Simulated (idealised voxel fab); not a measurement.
process module | voxel self aligned vias
cross-section cut | 275 nm wide | cells 5 nm
A cross-section is a grid of square cells, given in bands from the top down. A band is one or more rows of cells.
Each band's line starts with the height of the band's top and of its bottom, in nm. Then come its materials from left to right, each with its width in nm. One material with "throughout" fills the band from edge to edge. "air" is empty space.
Height 0 is the level under which the wafer as received is all one material. The lowest band goes on downwards, as in "0 down".
A width such as "30 to 40" changes by the same amount from each row of cells to the next, from the band's top row to its bottom row.
"no change" after a step means that no cell of the cross-section changed.
closed voids: empty space of 8 cells or more with no open way to the top, each as width x height at its distance from the left edge, in nm
after a step's settings: what the simulator itself notes on the step
overlay nm, on a step with a mask: how far to the right of its planned place the mask lay; to the left if negative
plan
1 op RECEIVE | material Si
2 op CONFORMAL_DEP | material SiO2 | thk nm 15
3 op CONFORMAL_DEP | material SiCN | thk nm 5
4 op DIRECTIONAL_DEP | material lowk | thk nm 30
5 op DIRECTIONAL_DEP | material aC | thk nm 15
6 op PATTERN | tone open | mask id LINES | material resist | width nm 20 | pitch nm 60 | thk nm 35 | overlay nm 0
7 op DIRECTIONAL_ETCH | etch materials aC | depth nm 15
8 op STRIP | etch materials resist
9 op DIRECTIONAL_ETCH | etch materials lowk | depth nm 30
10 op STRIP | etch materials aC
11 op CONFORMAL_DEP | material TiN | thk nm 5
12 op FILL_DEP | material W | thk nm 10
13 op CMP | height nm 50
14 op SELECTIVE_ETCH | etch materials W Ru TiN | depth nm 5
15 op FILL_DEP | material SiN | thk nm 5
16 op CMP | height nm 50
17 op DIRECTIONAL_DEP | material lowk | thk nm 20
18 op MASKED_ETCH | tone open | mask id VIAS | width nm 20 | pitch nm 60 | etch materials lowk | depth nm 20 | overlay nm 0
19 op MASKED_ETCH | tone open | mask id VIAS | width nm 30 | pitch nm 60 | etch materials SiN | depth nm 5 | overlay nm 0
20 op CONFORMAL_DEP | material TiN | thk nm 5
21 op FILL_DEP | material Cu | thk nm 10
22 op CMP | height nm 70
23 op CONFORMAL_DEP | material SiN | thk nm 5
varied across the wafers: width nm of step 18. The plan shows the first wafer's value. All wafers start alike
first wafer as received, after step 1
  0 down: Si throughout
  closed voids: none
each wafer at the end: cells of each material gained (+) or lost (-) since it was received, then its closed voids
width nm 20 | +24 Cu | +55 SiCN | +55 SiN | +165 SiO2 | +72 TiN | +24 W | +430 lowk | closed voids: none
width nm 25 | +33 Cu | +55 SiCN | +55 SiN | +165 SiO2 | +75 TiN | +24 W | +418 lowk | closed voids: none
width nm 30 | +42 Cu | +55 SiCN | +55 SiN | +165 SiO2 | +78 TiN | +24 W | +406 lowk | closed voids: none
width nm 35 | +51 Cu | +55 SiCN | +55 SiN | +165 SiO2 | +81 TiN | +24 W | +394 lowk | closed voids: none
width nm 40 | +60 Cu | +55 SiCN | +55 SiN | +165 SiO2 | +84 TiN | +24 W | +382 lowk | closed voids: none
width nm 45 | +69 Cu | +55 SiCN | +55 SiN | +165 SiO2 | +87 TiN | +24 W | +370 lowk | closed voids: none
